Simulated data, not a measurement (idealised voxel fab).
The following is a process module called voxel wiring stack.
Shown is cross-section cut, with a width of 190 nm and square cells of size 5 nm.
Cross-section layout: square cells on a grid; listed as bands, top to bottom; a band spans one or more cell rows. Basically the band line says how high the top is and how high the bottom is, in nm, and then what's in it from left to right, every material with its width in nm. Empty space shows up as "air", and if a single material carries "all across" it runs the full band edge to edge. Heights are measured from 0, the level below which the as-received wafer is all one material; the lowest band has no bottom and continues downward, written as in "0 and below". Note: "30 to 40" means the width goes from the first number (top row of the band) to the second number (bottom row) in equal steps per row of cells. Given "no alteration" for a step, no cell of the cross-section differs between before and after that step. "Fully enclosed voids" means: voids of 8 cells or more that are shut off from the top with no open way through. Written width x height at distance, distance from the left edge, in nm. If you see something after the settings on a step's line, that's the simulator's own remark about that step. A step line may carry the setting "overlay nm", which, for steps involving a mask, states the distance by which the mask lay to the right of its intended position; negative values denote displacement to the left.

-- The steps planned for the process are as follows
1) RECEIVE [material Si]
2) CONFORMAL_DEP [material SiO2] [thk nm 10]
3) DIRECTIONAL_DEP [material TiN] [thk nm 5]
4) DIRECTIONAL_DEP [material Ru] [thk nm 25]
5) PATTERN [tone cover] [mask id METAL_1] [material resist] [width nm 25] [pitch nm 40] [thk nm 15] [overlay nm 0]
6) DIRECTIONAL_ETCH [etch materials Ru] [depth nm 25]
7) DIRECTIONAL_ETCH [etch materials TiN] [depth nm 5]
8) STRIP [etch materials resist]
9) CONFORMAL_DEP [material SiCN] [thk nm 5]
10) FILL_DEP [material SiO2] [thk nm 10]
11) CMP [height nm 40]
12) CONFORMAL_DEP [material SiCN] [thk nm 5]
13) DIRECTIONAL_DEP [material SiO2] [thk nm 10]
14) MASKED_ETCH [tone open] [mask id PLUG_1] [width nm 15] [pitch nm 40] [etch materials SiO2] [depth nm 10] [overlay nm 0]
15) MASKED_ETCH [tone open] [mask id PLUG_1] [width nm 15] [pitch nm 40] [etch materials SiCN] [depth nm 5] [overlay nm 0]
16) CONFORMAL_DEP [material TiN] [thk nm 5]
17) FILL_DEP [material W] [thk nm 10]
18) CMP [height nm 55]
19) CONFORMAL_DEP [material SiN] [thk nm 5]
20) DIRECTIONAL_DEP [material SiO2] [thk nm 20]
21) DIRECTIONAL_DEP [material aC] [thk nm 15]
22) PATTERN [tone open] [mask id METAL_2] [material resist] [width nm 15] [pitch nm 40] [thk nm 30] [overlay nm 0]
23) DIRECTIONAL_ETCH [etch materials aC] [depth nm 15]
24) STRIP [etch materials resist]
25) DIRECTIONAL_ETCH [etch materials SiO2] [depth nm 20]
26) DIRECTIONAL_ETCH [etch materials SiN] [depth nm 5]
27) STRIP [etch materials aC]
28) CONFORMAL_DEP [material TiN] [thk nm 5]
29) FILL_DEP [material Cu] [thk nm 10]
30) CMP [height nm 80]
31) EPI [material Ru] [thk nm 5]
32) FILL_DEP [material SiCN] [thk nm 5]
It is noted that the wafers described herein are identical at the outset and are distinguished by the width nm of step 22; the value stated in the plan corresponds to the first wafer.

-- Cross-section of the first of several received wafers, showing its state after step 1
0 and below: Si all across
Fully enclosed voids: none

-- Basically each wafer gets a line in the table, showing it at the end of the module: material by material, the cells it gained (+) or lost (-) since we got it, then its closed voids
width nm 15 | +12 Cu | +90 Ru | +143 SiCN | +29 SiN | +335 SiO2 | +69 TiN | +6 W | Fully enclosed voids: none
width nm 20 | +24 Cu | +93 Ru | +140 SiCN | +26 SiN | +323 SiO2 | +72 TiN | +6 W | Fully enclosed voids: none
width nm 25 | +36 Cu | +96 Ru | +137 SiCN | +23 SiN | +311 SiO2 | +75 TiN | +6 W | Fully enclosed voids: none
